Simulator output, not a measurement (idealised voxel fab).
Process module, titled voxel self aligned vias
Cross-section cut spans 225 nm and uses square cells 5 nm in size.
Square cells in a grid make up a cross-section in this document, and the grid is given as bands, listed from the top down, each one or more rows of cells.
Quick guide to a band line: top height, bottom height (nm) up front; then every material left to right with its width in nm. Only one material and it's marked "edge to edge"? Then it fills the band edge to edge. And "blank" just means empty space.
Note: height 0 marks the level under which the wafer is uniformly one material as received. Lowest band unbounded below, written "z 0 and below".
The width entry "30->40" should be interpreted row by row: the top row of cells in the band takes the first number, the bottom row takes the second number, and the change between adjacent rows is uniform throughout.
Basically "left unchanged" means that step didn't change any cell in the cross-section.
Any empty space of 8 cells or more lacking an open way to the top shows up in "Closed internal voids" as width x height at distance, distance from the left edge, in nm.
Read whatever lies past the settings on a step's line as the simulator's own remark about the step.
On any step carrying a mask, the "overlay nm" setting, if present on the step's line, tells how far right of its planned place the mask lay; negative values point to the left.
## These are the steps we planned for the process
1) RECEIVE,material Si
2) CONFORMAL_DEP,material SiO2,thk nm 15
3) CONFORMAL_DEP,material SiCN,thk nm 5
4) DIRECTIONAL_DEP,material SiO2,thk nm 30
5) DIRECTIONAL_DEP,material aC,thk nm 15
6) PATTERN,tone open,mask id LINES,material resist,width nm 15,pitch nm 55,thk nm 30,overlay nm 0
7) DIRECTIONAL_ETCH,etch materials aC,depth nm 15
8) STRIP,etch materials resist
9) DIRECTIONAL_ETCH,etch materials SiO2,depth nm 30
10) STRIP,etch materials aC
11) CONFORMAL_DEP,material TiN,thk nm 5
12) FILL_DEP,material Ru,thk nm 5
13) CMP,height nm 50
14) SELECTIVE_ETCH,etch materials W Ru TiN,depth nm 5
15) FILL_DEP,material SiN,thk nm 10
16) CMP,height nm 50
17) DIRECTIONAL_DEP,material SiO2,thk nm 15
18) PATTERN,tone open,mask id VIAS,material resist,width nm 40,pitch nm 55,thk nm 15,overlay nm 0
19) DIRECTIONAL_ETCH,etch materials SiO2,depth nm 15
20) DIRECTIONAL_ETCH,etch materials SiN,depth nm 5
21) STRIP,etch materials resist
22) CONFORMAL_DEP,material TiN,thk nm 5
23) FILL_DEP,material Cu,thk nm 5
24) CMP,height nm 65
25) CONFORMAL_DEP,material SiN,thk nm 5
All wafers enter the flow in the same state. The width nm at step 6 differs from wafer to wafer, and the plan gives the value for the first wafer.
## The first of several wafers as received, shown in cross-section; this is its state after step 1
* z 0 and below = Si edge to edge
* Closed internal voids: none
## Every row in this table is a wafer at the end of the module, and it gives, for each of the materials, the cells that wafer has gained (+) or lost (-) since it was received, then its closed voids
width nm 15, +26 Cu, +8 Ru, +45 SiCN, +45 SiN, +456 SiO2, +50 TiN, Closed internal voids: none
width nm 20, +28 Cu, +16 Ru, +45 SiCN, +45 SiN, +444 SiO2, +52 TiN, Closed internal voids: none
width nm 25, +30 Cu, +24 Ru, +45 SiCN, +45 SiN, +432 SiO2, +54 TiN, Closed internal voids: none
width nm 30, +32 Cu, +32 Ru, +45 SiCN, +45 SiN, +420 SiO2, +56 TiN, Closed internal voids: none
width nm 35, +34 Cu, +40 Ru, +45 SiCN, +45 SiN, +408 SiO2, +58 TiN, Closed internal voids: none
